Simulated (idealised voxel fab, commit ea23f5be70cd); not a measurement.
process module | voxel wiring stack
cross-section cut | 295 nm wide | cells 5 nm
A cross-section is a grid of square cells, given in bands from the top down. A band is one or more rows of cells.
Each band's line starts with the height of the band's top and of its bottom, in nm. Then come its materials from left to right, each with its width in nm. One material with "throughout" fills the band from edge to edge. "air" is empty space.
Height 0 is the level under which the wafer as received is all one material. The lowest band goes on downwards, as in "0 down".
A width such as "30 to 40" changes by the same amount from each row of cells to the next, from the band's top row to its bottom row.
"no change" after a step means that no cell of the cross-section changed.
closed voids: empty space of 8 cells or more with no open way to the top, each as width x height at its distance from the left edge, in nm
after a step's settings: what the simulator itself notes on the step
overlay nm, on a step with a mask: how far to the right of its planned place the mask lay; to the left if negative
plan
1 op RECEIVE | material Si
2 op CONFORMAL_DEP | material SiO2 | thk nm 10
3 op DIRECTIONAL_DEP | material TiN | thk nm 5
4 op DIRECTIONAL_DEP | material Ru | thk nm 15
5 op PATTERN | tone cover | mask id METAL_1 | material resist | width nm 30 | pitch nm 60 | thk nm 20 | overlay nm 0
6 op DIRECTIONAL_ETCH | etch materials Ru | depth nm 15
7 op DIRECTIONAL_ETCH | etch materials TiN | depth nm 5
8 op STRIP | etch materials resist
9 op FILL_DEP | material SiO2 | thk nm 5
10 op CMP | height nm 30
11 op CONFORMAL_DEP | material SiCN | thk nm 5
12 op DIRECTIONAL_DEP | material SiO2 | thk nm 20
13 op MASKED_ETCH | tone open | mask id PLUG_1 | width nm 15 | pitch nm 120 | etch materials SiO2 | depth nm 20 | overlay nm 0
14 op MASKED_ETCH | tone open | mask id PLUG_1 | width nm 15 | pitch nm 120 | etch materials SiCN | depth nm 5 | overlay nm 0
15 op EPI | material Ru | thk nm 10
16 op EPI | material Ru | thk nm 10
17 op EPI | material Ru | thk nm 5
18 op DIRECTIONAL_DEP | material TiN | thk nm 5
19 op DIRECTIONAL_DEP | material Ru | thk nm 25
20 op MASKED_ETCH | tone cover | mask id METAL_2 | width nm 30 | pitch nm 60 | etch materials Ru | depth nm 25 | overlay nm 0
21 op MASKED_ETCH | tone cover | mask id METAL_2 | width nm 30 | pitch nm 60 | etch materials TiN | depth nm 5 | overlay nm 0
22 op CONFORMAL_DEP | material SiCN | thk nm 5
23 op FILL_DEP | material SiO2 | thk nm 5
24 op CMP | height nm 85
25 op CONFORMAL_DEP | material SiCN | thk nm 5
first wafer, as planned
as received, after step 1
  0 down: Si throughout
  closed voids: none
after step 2
  10 to 0: SiO2 throughout
  below 0: unchanged
after step 3
  15 to 10: TiN throughout
  below 10: unchanged
after step 4
  30 to 15: Ru throughout
  below 15: unchanged
after step 5
  50 to 30: air 40 | resist 30 | air 30 | resist 30 | air 30 | resist 30 | air 30 | resist 30 | air 45
  below 30: unchanged
after step 6
  50 to 30: air 40 | resist 30 | air 30 | resist 30 | air 30 | resist 30 | air 30 | resist 30 | air 45
  30 to 15: air 40 | Ru 30 | air 30 | Ru 30 | air 30 | Ru 30 | air 30 | Ru 30 | air 45
  below 15: unchanged
after step 7
  50 to 30: air 40 | resist 30 | air 30 | resist 30 | air 30 | resist 30 | air 30 | resist 30 | air 45
  30 to 15: air 40 | Ru 30 | air 30 | Ru 30 | air 30 | Ru 30 | air 30 | Ru 30 | air 45
  15 to 10: air 40 | TiN 30 | air 30 | TiN 30 | air 30 | TiN 30 | air 30 | TiN 30 | air 45
  below 10: unchanged
after step 8
  30 to 15: air 40 | Ru 30 | air 30 | Ru 30 | air 30 | Ru 30 | air 30 | Ru 30 | air 45
  below 15: unchanged
after step 9
  35 to 30: SiO2 throughout
  30 to 15: SiO2 40 | Ru 30 | SiO2 30 | Ru 30 | SiO2 30 | Ru 30 | SiO2 30 | Ru 30 | SiO2 45
  15 to 10: SiO2 40 | TiN 30 | SiO2 30 | TiN 30 | SiO2 30 | TiN 30 | SiO2 30 | TiN 30 | SiO2 45
  below 10: unchanged
after step 10
  30 to 15: SiO2 40 | Ru 30 | SiO2 30 | Ru 30 | SiO2 30 | Ru 30 | SiO2 30 | Ru 30 | SiO2 45
  below 15: unchanged
after step 11
  35 to 30: SiCN throughout
  below 30: unchanged
after step 12
  55 to 35: SiO2 throughout
  below 35: unchanged
after step 13
  55 to 35: SiO2 40 | air 15 | SiO2 105 | air 15 | SiO2 120
  below 35: unchanged
after step 14
  55 to 35: SiO2 40 | air 15 | SiO2 105 | air 15 | SiO2 120
  35 to 30: SiCN 40 | air 15 | SiCN 105 | air 15 | SiCN 120
  below 30: unchanged
after step 15
  55 to 40: SiO2 40 | air 15 | SiO2 105 | air 15 | SiO2 120
  40 to 35: SiO2 40 | Ru 15 | SiO2 105 | Ru 15 | SiO2 120
  35 to 30: SiCN 40 | Ru 15 | SiCN 105 | Ru 15 | SiCN 120
  below 30: unchanged
after step 16
  55 to 50: SiO2 40 | air 15 | SiO2 105 | air 15 | SiO2 120
  50 to 35: SiO2 40 | Ru 15 | SiO2 105 | Ru 15 | SiO2 120
  below 35: unchanged
after step 17
  55 to 35: SiO2 40 | Ru 15 | SiO2 105 | Ru 15 | SiO2 120
  below 35: unchanged
after step 18
  60 to 55: TiN throughout
  below 55: unchanged
after step 19
  85 to 60: Ru throughout
  below 60: unchanged
after step 20
  85 to 60: air 40 | Ru 30 | air 30 | Ru 30 | air 30 | Ru 30 | air 30 | Ru 30 | air 45
  below 60: unchanged
after step 21
  85 to 60: air 40 | Ru 30 | air 30 | Ru 30 | air 30 | Ru 30 | air 30 | Ru 30 | air 45
  60 to 55: air 40 | TiN 30 | air 30 | TiN 30 | air 30 | TiN 30 | air 30 | TiN 30 | air 45
  below 55: unchanged
after step 22
  90 to 85: air 35 | SiCN 40 | air 20 | SiCN 40 | air 20 | SiCN 40 | air 20 | SiCN 40 | air 40
  85 to 60: air 35 | SiCN 5 | Ru 30 | SiCN 5 | air 20 | SiCN 5 | Ru 30 | SiCN 5 | air 20 | SiCN 5 | Ru 30 | SiCN 5 | air 20 | SiCN 5 | Ru 30 | SiCN 5 | air 40
  60 to 55: SiCN 40 | TiN 30 | SiCN 30 | TiN 30 | SiCN 30 | TiN 30 | SiCN 30 | TiN 30 | SiCN 45
  below 55: unchanged
after step 23
  95 to 90: SiO2 throughout
  90 to 85: SiO2 35 | SiCN 40 | SiO2 20 | SiCN 40 | SiO2 20 | SiCN 40 | SiO2 20 | SiCN 40 | SiO2 40
  85 to 60: SiO2 35 | SiCN 5 | Ru 30 | SiCN 5 | SiO2 20 | SiCN 5 | Ru 30 | SiCN 5 | SiO2 20 | SiCN 5 | Ru 30 | SiCN 5 | SiO2 20 | SiCN 5 | Ru 30 | SiCN 5 | SiO2 40
  below 60: unchanged
after step 24
  85 to 60: SiO2 35 | SiCN 5 | Ru 30 | SiCN 5 | SiO2 20 | SiCN 5 | Ru 30 | SiCN 5 | SiO2 20 | SiCN 5 | Ru 30 | SiCN 5 | SiO2 20 | SiCN 5 | Ru 30 | SiCN 5 | SiO2 40
  below 60: unchanged
after step 25
  90 to 85: SiCN throughout
  below 85: unchanged
second wafer: like start, like plan, one mistake. Through step 12 it matches the first wafer
when step 13 should have ended
  55 to 35: air 40 | SiO2 15 | air 105 | SiO2 15 | air 120
  below 35: unchanged
when step 14 should have ended: no change
when step 15 should have ended: no change
when step 16 should have ended: no change
when step 17 should have ended: no change
when step 18 should have ended
  60 to 55: air 40 | TiN 15 | air 105 | TiN 15 | air 120
  55 to 40: air 40 | SiO2 15 | air 105 | SiO2 15 | air 120
  40 to 35: TiN 40 | SiO2 15 | TiN 105 | SiO2 15 | TiN 120
  below 35: unchanged
when step 19 should have ended
  85 to 65: air 40 | Ru 15 | air 105 | Ru 15 | air 120
  65 to 60: Ru throughout
  60 to 55: Ru 40 | TiN 15 | Ru 105 | TiN 15 | Ru 120
  55 to 40: Ru 40 | SiO2 15 | Ru 105 | SiO2 15 | Ru 120
  below 40: unchanged
when step 20 should have ended
  85 to 65: air 40 | Ru 15 | air 105 | Ru 15 | air 120
  65 to 60: air 40 | Ru 30 | air 30 | Ru 30 | air 30 | Ru 30 | air 30 | Ru 30 | air 45
  60 to 55: air 40 | TiN 15 | Ru 15 | air 30 | Ru 30 | air 30 | TiN 15 | Ru 15 | air 30 | Ru 30 | air 45
  55 to 40: air 40 | SiO2 15 | Ru 15 | air 30 | Ru 30 | air 30 | SiO2 15 | Ru 15 | air 30 | Ru 30 | air 45
  below 40: unchanged
when step 21 should have ended
  85 to 65: air 40 | Ru 15 | air 105 | Ru 15 | air 120
  65 to 60: air 40 | Ru 30 | air 30 | Ru 30 | air 30 | Ru 30 | air 30 | Ru 30 | air 45
  60 to 55: air 40 | TiN 15 | Ru 15 | air 30 | Ru 30 | air 30 | TiN 15 | Ru 15 | air 30 | Ru 30 | air 45
  55 to 40: air 40 | SiO2 15 | Ru 15 | air 30 | Ru 30 | air 30 | SiO2 15 | Ru 15 | air 30 | Ru 30 | air 45
  40 to 35: air 40 | SiO2 15 | TiN 15 | air 30 | TiN 30 | air 30 | SiO2 15 | TiN 15 | air 30 | TiN 30 | air 45
  below 35: unchanged
when step 22 should have ended
  90 to 85: air 35 | SiCN 25 | air 95 | SiCN 25 | air 115
  85 to 70: air 35 | SiCN 5 | Ru 15 | SiCN 5 | air 95 | SiCN 5 | Ru 15 | SiCN 5 | air 115
  70 to 65: air 35 | SiCN 5 | Ru 15 | SiCN 20 | air 20 | SiCN 40 | air 20 | SiCN 5 | Ru 15 | SiCN 20 | air 20 | SiCN 40 | air 40
  65 to 60: air 35 | SiCN 5 | Ru 30 | SiCN 5 | air 20 | SiCN 5 | Ru 30 | SiCN 5 | air 20 | SiCN 5 | Ru 30 | SiCN 5 | air 20 | SiCN 5 | Ru 30 | SiCN 5 | air 40
  60 to 55: air 35 | SiCN 5 | TiN 15 | Ru 15 | SiCN 5 | air 20 | SiCN 5 | Ru 30 | SiCN 5 | air 20 | SiCN 5 | TiN 15 | Ru 15 | SiCN 5 | air 20 | SiCN 5 | Ru 30 | SiCN 5 | air 40
  55 to 40: air 35 | SiCN 5 | SiO2 15 | Ru 15 | SiCN 5 | air 20 | SiCN 5 | Ru 30 | SiCN 5 | air 20 | SiCN 5 | SiO2 15 | Ru 15 | SiCN 5 | air 20 | SiCN 5 | Ru 30 | SiCN 5 | air 40
  40 to 35: SiCN 40 | SiO2 15 | TiN 15 | SiCN 30 | TiN 30 | SiCN 30 | SiO2 15 | TiN 15 | SiCN 30 | TiN 30 | SiCN 45
  below 35: unchanged
when step 23 should have ended
  95 to 90: SiO2 throughout
  90 to 85: SiO2 35 | SiCN 25 | SiO2 95 | SiCN 25 | SiO2 115
  85 to 70: SiO2 35 | SiCN 5 | Ru 15 | SiCN 5 | SiO2 95 | SiCN 5 | Ru 15 | SiCN 5 | SiO2 115
  70 to 65: SiO2 35 | SiCN 5 | Ru 15 | SiCN 20 | SiO2 20 | SiCN 40 | SiO2 20 | SiCN 5 | Ru 15 | SiCN 20 | SiO2 20 | SiCN 40 | SiO2 40
  65 to 60: SiO2 35 | SiCN 5 | Ru 30 | SiCN 5 | SiO2 20 | SiCN 5 | Ru 30 | SiCN 5 | SiO2 20 | SiCN 5 | Ru 30 | SiCN 5 | SiO2 20 | SiCN 5 | Ru 30 | SiCN 5 | SiO2 40
  60 to 55: SiO2 35 | SiCN 5 | TiN 15 | Ru 15 | SiCN 5 | SiO2 20 | SiCN 5 | Ru 30 | SiCN 5 | SiO2 20 | SiCN 5 | TiN 15 | Ru 15 | SiCN 5 | SiO2 20 | SiCN 5 | Ru 30 | SiCN 5 | SiO2 40
  55 to 40: SiO2 35 | SiCN 5 | SiO2 15 | Ru 15 | SiCN 5 | SiO2 20 | SiCN 5 | Ru 30 | SiCN 5 | SiO2 20 | SiCN 5 | SiO2 15 | Ru 15 | SiCN 5 | SiO2 20 | SiCN 5 | Ru 30 | SiCN 5 | SiO2 40
  below 40: unchanged
when step 24 should have ended
  85 to 70: SiO2 35 | SiCN 5 | Ru 15 | SiCN 5 | SiO2 95 | SiCN 5 | Ru 15 | SiCN 5 | SiO2 115
  below 70: unchanged
when step 25 should have ended
  90 to 85: SiCN throughout
  below 85: unchanged
what went wrong: step 13 ran as: op MASKED_ETCH | tone cover | mask id PLUG_1 | width nm 15 | pitch nm 120 | etch materials SiO2 | depth nm 20 | overlay nm 0
at the end the second wafer has, in cells: 30 fewer of Ru | 44 more of SiCN | 14 fewer of SiO2
